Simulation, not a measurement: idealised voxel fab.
process module | voxel capacitor over wiring
cross-section cut | 205 nm wide | cells 5 nm
A cross-section is a grid of square cells, given in bands from the top down. A band is one or more rows of cells.
Each band's line starts with the height of the band's top and of its bottom, in nm. Then come its materials from left to right, each with its width in nm. One material with "throughout" fills the band from edge to edge. "air" is empty space.
Height 0 is the level under which the wafer as received is all one material. The lowest band goes on downwards, as in "0 down".
A width such as "30 to 40" changes by the same amount from each row of cells to the next, from the band's top row to its bottom row.
"no change" after a step means that no cell of the cross-section changed.
closed voids: empty space of 8 cells or more with no open way to the top, each as width x height at its distance from the left edge, in nm
after a step's settings: what the simulator itself notes on the step
overlay nm, on a step with a mask: how far to the right of its planned place the mask lay; to the left if negative
plan
1 op RECEIVE | material Si
2 op CONFORMAL_DEP | material SiO2 | thk nm 10
3 op CONFORMAL_DEP | material SiCN | thk nm 5
4 op DIRECTIONAL_DEP | material lowk | thk nm 25
5 op MASKED_ETCH | tone open | mask id METAL_1 | width nm 25 | pitch nm 90 | etch materials lowk | depth nm 25 | overlay nm 0
6 op MASKED_ETCH | tone open | mask id METAL_1 | width nm 25 | pitch nm 90 | etch materials SiCN | depth nm 5 | overlay nm 0
7 op CONFORMAL_DEP | material TiN | thk nm 5
8 op FILL_DEP | material Cu | thk nm 5
9 op CMP | height nm 40
10 op CONFORMAL_DEP | material SiCN | thk nm 5
11 op DIRECTIONAL_DEP | material lowk | thk nm 10
12 op MASKED_ETCH | tone open | mask id PLUG_1 | width nm 15 | etch materials lowk | depth nm 10 | overlay nm 0
13 op MASKED_ETCH | tone open | mask id PLUG_1 | width nm 15 | etch materials SiCN | depth nm 5 | overlay nm 0
14 op CONFORMAL_DEP | material TiN | thk nm 5
15 op FILL_DEP | material Ru | thk nm 5
16 op CMP | height nm 55
17 op DIRECTIONAL_DEP | material TiN | thk nm 10
18 op DIRECTIONAL_DEP | material SiN | thk nm 5
19 op DIRECTIONAL_DEP | material TiN | thk nm 10
20 op PATTERN | tone cover | mask id UPPER_PLATE | material resist | width nm 70 | thk nm 15 | overlay nm 0
21 op DIRECTIONAL_ETCH | etch materials TiN | depth nm 10
22 op DIRECTIONAL_ETCH | etch materials SiN | depth nm 5
23 op STRIP | etch materials resist
24 op PATTERN | tone cover | mask id LOWER_PLATE | material resist | width nm 80 | thk nm 20 | overlay nm 0
25 op DIRECTIONAL_ETCH | etch materials TiN | depth nm 10
26 op STRIP | etch materials resist
27 op FILL_DEP | material SiO2 | thk nm 20
28 op CMP | height nm 95
29 op PATTERN | tone open | mask id PLUG_2 | material resist | width nm 15 | thk nm 20 | overlay nm 0
30 op DIRECTIONAL_ETCH | etch materials SiO2 | depth nm 15
31 op STRIP | etch materials resist
32 op CONFORMAL_DEP | material TiN | thk nm 5
33 op FILL_DEP | material Ru | thk nm 10
34 op CMP | height nm 95
35 op CONFORMAL_DEP | material SiN | thk nm 5
first wafer, as planned
as received, after step 1
  0 down: Si throughout
  closed voids: none
after step 2
  10 to 0: SiO2 throughout
  below 0: unchanged
after step 3
  15 to 10: SiCN throughout
  below 10: unchanged
after step 4
  40 to 15: lowk throughout
  below 15: unchanged
after step 5
  40 to 15: lowk 45 | air 25 | lowk 65 | air 25 | lowk 45
  below 15: unchanged
after step 6
  40 to 15: lowk 45 | air 25 | lowk 65 | air 25 | lowk 45
  15 to 10: SiCN 45 | air 25 | SiCN 65 | air 25 | SiCN 45
  below 10: unchanged
after step 7
  45 to 40: TiN 50 | air 15 | TiN 75 | air 15 | TiN 50
  40 to 15: lowk 45 | TiN 5 | air 15 | TiN 5 | lowk 65 | TiN 5 | air 15 | TiN 5 | lowk 45
  15 to 10: SiCN 45 | TiN 25 | SiCN 65 | TiN 25 | SiCN 45
  below 10: unchanged
after step 8
  50 to 45: Cu throughout
  45 to 40: TiN 50 | Cu 15 | TiN 75 | Cu 15 | TiN 50
  40 to 15: lowk 45 | TiN 5 | Cu 15 | TiN 5 | lowk 65 | TiN 5 | Cu 15 | TiN 5 | lowk 45
  below 15: unchanged
after step 9
  40 to 15: lowk 45 | TiN 5 | Cu 15 | TiN 5 | lowk 65 | TiN 5 | Cu 15 | TiN 5 | lowk 45
  below 15: unchanged
after step 10
  45 to 40: SiCN throughout
  below 40: unchanged
after step 11
  55 to 45: lowk throughout
  below 45: unchanged
after step 12
  55 to 45: lowk 55 | air 15 | lowk 135
  below 45: unchanged
after step 13
  55 to 45: lowk 55 | air 15 | lowk 135
  45 to 40: SiCN 55 | air 15 | SiCN 135
  below 40: unchanged
after step 14
  60 to 55: TiN 60 | air 5 | TiN 140
  55 to 45: lowk 55 | TiN 5 | air 5 | TiN 5 | lowk 135
  45 to 40: SiCN 55 | TiN 15 | SiCN 135
  below 40: unchanged
after step 15
  65 to 60: Ru throughout
  60 to 55: TiN 60 | Ru 5 | TiN 140
  55 to 45: lowk 55 | TiN 5 | Ru 5 | TiN 5 | lowk 135
  below 45: unchanged
after step 16
  55 to 45: lowk 55 | TiN 5 | Ru 5 | TiN 5 | lowk 135
  below 45: unchanged
after step 17
  65 to 55: TiN throughout
  below 55: unchanged
after step 18
  70 to 65: SiN throughout
  below 65: unchanged
after step 19
  80 to 70: TiN throughout
  below 70: unchanged
after step 20
  95 to 80: air 55 | resist 70 | air 80
  below 80: unchanged
after step 21
  95 to 80: air 55 | resist 70 | air 80
  80 to 70: air 55 | TiN 70 | air 80
  below 70: unchanged
after step 22
  95 to 80: air 55 | resist 70 | air 80
  80 to 70: air 55 | TiN 70 | air 80
  70 to 65: air 55 | SiN 70 | air 80
  below 65: unchanged
after step 23
  80 to 70: air 55 | TiN 70 | air 80
  below 70: unchanged
after step 24
  100 to 80: air 50 | resist 80 | air 75
  80 to 70: air 50 | resist 5 | TiN 70 | resist 5 | air 75
  70 to 65: air 50 | resist 5 | SiN 70 | resist 5 | air 75
  below 65: unchanged
after step 25
  100 to 80: air 50 | resist 80 | air 75
  80 to 70: air 50 | resist 5 | TiN 70 | resist 5 | air 75
  70 to 65: air 50 | resist 5 | SiN 70 | resist 5 | air 75
  65 to 55: air 50 | TiN 80 | air 75
  below 55: unchanged
after step 26
  80 to 70: air 55 | TiN 70 | air 80
  70 to 65: air 55 | SiN 70 | air 80
  below 65: unchanged
after step 27
  100 to 80: SiO2 throughout
  80 to 70: SiO2 55 | TiN 70 | SiO2 80
  70 to 65: SiO2 55 | SiN 70 | SiO2 80
  65 to 55: SiO2 50 | TiN 80 | SiO2 75
  below 55: unchanged
after step 28
  95 to 80: SiO2 throughout
  below 80: unchanged
after step 29
  115 to 95: resist 65 | air 15 | resist 125
  below 95: unchanged
after step 30
  115 to 95: resist 65 | air 15 | resist 125
  95 to 80: SiO2 65 | air 15 | SiO2 125
  below 80: unchanged
after step 31
  95 to 80: SiO2 65 | air 15 | SiO2 125
  below 80: unchanged
after step 32
  100 to 95: TiN 70 | air 5 | TiN 130
  95 to 85: SiO2 65 | TiN 5 | air 5 | TiN 5 | SiO2 125
  85 to 80: SiO2 65 | TiN 15 | SiO2 125
  below 80: unchanged
after step 33
  110 to 100: Ru throughout
  100 to 95: TiN 70 | Ru 5 | TiN 130
  95 to 85: SiO2 65 | TiN 5 | Ru 5 | TiN 5 | SiO2 125
  below 85: unchanged
after step 34
  95 to 85: SiO2 65 | TiN 5 | Ru 5 | TiN 5 | SiO2 125
  below 85: unchanged
after step 35
  100 to 95: SiN throughout
  below 95: unchanged
second wafer: like start, like plan, one mistake. Through step 32 it matches the first wafer
when step 33 should have ended
  120 to 100: Ru throughout
  100 to 95: TiN 70 | Ru 5 | TiN 130
  95 to 85: SiO2 65 | TiN 5 | Ru 5 | TiN 5 | SiO2 125
  below 85: unchanged
when step 34 should have ended
  95 to 85: SiO2 65 | TiN 5 | Ru 5 | TiN 5 | SiO2 125
  below 85: unchanged
when step 35 should have ended
  100 to 95: SiN throughout
  below 95: unchanged
what went wrong: step 33 was run twice
at the end the two cross-sections are the same: no effect in what this model computes
